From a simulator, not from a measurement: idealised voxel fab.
process module | voxel gate over fins
cross-section cut | 230 nm wide | cells 5 nm
A cross-section is a grid of square cells, given in bands from the top down. A band is one or more rows of cells.
Each band's line starts with the height of the band's top and of its bottom, in nm. Then come its materials from left to right, each with its width in nm. One material with "throughout" fills the band from edge to edge. "air" is empty space.
Height 0 is the level under which the wafer as received is all one material. The lowest band goes on downwards, as in "0 down".
A width such as "30 to 40" changes by the same amount from each row of cells to the next, from the band's top row to its bottom row.
"no change" after a step means that no cell of the cross-section changed.
closed voids: empty space of 8 cells or more with no open way to the top, each as width x height at its distance from the left edge, in nm
after a step's settings: what the simulator itself notes on the step
overlay nm, on a step with a mask: how far to the right of its planned place the mask lay; to the left if negative
plan
1 op RECEIVE | material Si
2 op CONFORMAL_DEP | material SiN | thk nm 5
3 op PATTERN | tone cover | mask id FINS | material resist | width nm 15 | pitch nm 50 | thk nm 20 | overlay nm 0
4 op DIRECTIONAL_ETCH | etch materials SiN | depth nm 5
5 op DIRECTIONAL_ETCH | etch materials Si | depth nm 40
6 op STRIP | etch materials resist
7 op FILL_DEP | material SiO2 | thk nm 15
8 op CMP | height nm 5
9 op PATTERN | tone open | mask id RAIL | material resist | width nm 15 | thk nm 20 | overlay nm 0
10 op DIRECTIONAL_ETCH | etch materials SiO2 | depth nm 40
11 op STRIP | etch materials resist
12 op CONFORMAL_DEP | material TiN | thk nm 5
13 op FILL_DEP | material Ru | thk nm 5
14 op CMP | height nm 5
15 op SELECTIVE_ETCH | etch materials W Ru TiN | depth nm 25
16 op FILL_DEP | material SiO2 | thk nm 5
17 op CMP | height nm 5
18 op SELECTIVE_ETCH | etch materials SiO2 | depth nm 15
19 op STRIP | etch materials SiN
20 op CONFORMAL_DEP | material HfO2 | thk nm 5
21 op CONFORMAL_DEP | material TiN | thk nm 5
22 op FILL_DEP | material W | thk nm 10
23 op CMP | height nm 15
24 op CONFORMAL_DEP | material SiCN | thk nm 10
as received, after step 1
  0 down: Si throughout
  closed voids: none
first wafer at the end, as planned
  25 to 15: SiCN throughout
  15 to 10: W throughout
  10 to 5: W 45 | TiN 35 | W 15 | TiN 35 | W 15 | TiN 35 | W 50
  5 to 0: W 45 | TiN 5 | HfO2 25 | TiN 5 | W 15 | TiN 5 | HfO2 25 | TiN 5 | W 15 | TiN 5 | HfO2 25 | TiN 5 | W 50
  0 to -5: TiN 50 | HfO2 5 | Si 15 | HfO2 5 | TiN 25 | HfO2 5 | Si 15 | HfO2 5 | TiN 25 | HfO2 5 | Si 15 | HfO2 5 | TiN 55
  -5 to -10: HfO2 55 | Si 15 | HfO2 35 | Si 15 | HfO2 35 | Si 15 | HfO2 60
  -10 to -20: SiO2 55 | Si 15 | SiO2 35 | Si 15 | SiO2 35 | Si 15 | SiO2 60
  -20 to -30: SiO2 55 | Si 15 | SiO2 10 | TiN 5 | Ru 5 | TiN 5 | SiO2 10 | Si 15 | SiO2 35 | Si 15 | SiO2 60
  -30 to -35: SiO2 55 | Si 15 | SiO2 10 | TiN 15 | SiO2 10 | Si 15 | SiO2 35 | Si 15 | SiO2 60
  -35 to -40: SiO2 55 | Si 15 | SiO2 35 | Si 15 | SiO2 35 | Si 15 | SiO2 60
  -40 down: Si throughout
  closed voids: none
second wafer at the end: like start, like plan, one mistake
  25 to 15: SiCN throughout
  15 to 10: W throughout
  10 to 5: TiN throughout
  5 to 0: HfO2 60 | TiN 5 | HfO2 45 | TiN 5 | HfO2 45 | TiN 5 | HfO2 65
  0 to -5: Si 55 | HfO2 5 | TiN 5 | HfO2 5 | Si 35 | HfO2 5 | TiN 5 | HfO2 5 | Si 35 | HfO2 5 | TiN 5 | HfO2 5 | Si 60
  -5 to -10: Si 55 | HfO2 15 | Si 35 | HfO2 15 | Si 35 | HfO2 15 | Si 60
  -10 to -40: Si 55 | SiO2 15 | Si 35 | SiO2 15 | Si 35 | SiO2 15 | Si 60
  -40 down: Si throughout
  closed voids: none
what went wrong: step 3 ran as: op PATTERN | tone open | mask id FINS | material resist | width nm 15 | pitch nm 50 | thk nm 20 | overlay nm 0
at the end the second wafer has, in cells: 2 fewer of Ru | 224 more of Si | 159 fewer of SiO2 | 13 fewer of TiN | 50 fewer of W
